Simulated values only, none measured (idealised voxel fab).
Herein follows the process module entitled voxel tone inversion.
Square cell edge 5 nm, section width 190 nm, ID cut.
If you're reading a cross-section in this doc, picture square cells in a grid; it comes to you as bands, top ones listed first down to the bottom, and a band can be one or more rows of cells. A band entry consists of two parts. The first gives the height of the band's top and the height of its bottom, in nm. The rest lists the band's materials from left to right, each with its width in nm. A single material labelled with the word "all across" fills the band from edge to edge, and the word "empty" marks empty space. Below 0: as-received wafer, all one material; heights counted from there. Lowest band: no bottom, goes on down, written "from 0 down". Per-row width for "30..40": begins at first number (top row of band), ends at second number (bottom row), increment between rows held constant. You'll sometimes find "left unchanged" written for a step, and that's the way of saying that nowhere in the cross-section did a cell change during that step. What "Fully closed voids" gives you is every empty space of 8 cells or more that is cut off from the top. Each appears as width x height at distance, with the distance taken from the left edge and width, height and distance all in nm. Formally, on a step line, whatever follows the settings is a remark that the simulator itself makes on the step. "overlay nm" answers the question of how far to the right of plan the mask lay on a step that has a mask, and when it is negative the answer is to the left.
-- Process steps foreseen in the plan
1 RECEIVE [material Si]
2 CONFORMAL_DEP [material SiN] [thk nm 10]
3 DIRECTIONAL_DEP [material polySi] [thk nm 15]
4 PATTERN [tone cover] [mask id POSTS] [material resist] [width nm 25] [pitch nm 45] [thk nm 25] [overlay nm 0]
5 DIRECTIONAL_ETCH [etch materials polySi] [depth nm 15]
6 STRIP [etch materials resist]
7 FILL_DEP [material SiO2] [thk nm 5]
8 CMP [height nm 25]
9 STRIP [etch materials polySi]
-- Received-state cross-section, reflecting completion of step 1
from 0 down  Si all across
Fully closed voids: none
-- Here's the cross-section of the first of our two wafers at the end of the module - it ran as planned
from 25 to 10  SiO2 15; empty 25; SiO2 20; empty 25; SiO2 20; empty 25; SiO2 20; empty 25; SiO2 15
from 10 to 0  SiN all across
from 0 down  Si all across
Fully closed voids: none
-- Cross-section, wafer two of two, end of module: same start and plan as wafer one, one error in execution
from 25 to 10  SiN 15; empty 25; SiN 20; empty 25; SiN 20; empty 25; SiN 20; empty 25; SiN 15
from 10 to 0  SiN all across
from 0 down  Si all across
Fully closed voids: none
Short version of what went wrong: so step 7 ended up running with a different setting than we planned, it ran as FILL_DEP [material SiN] [thk nm 5]
Count the cells at the end and the second wafer has more or fewer of some materials than the first: +54 SiN, -54 SiO2
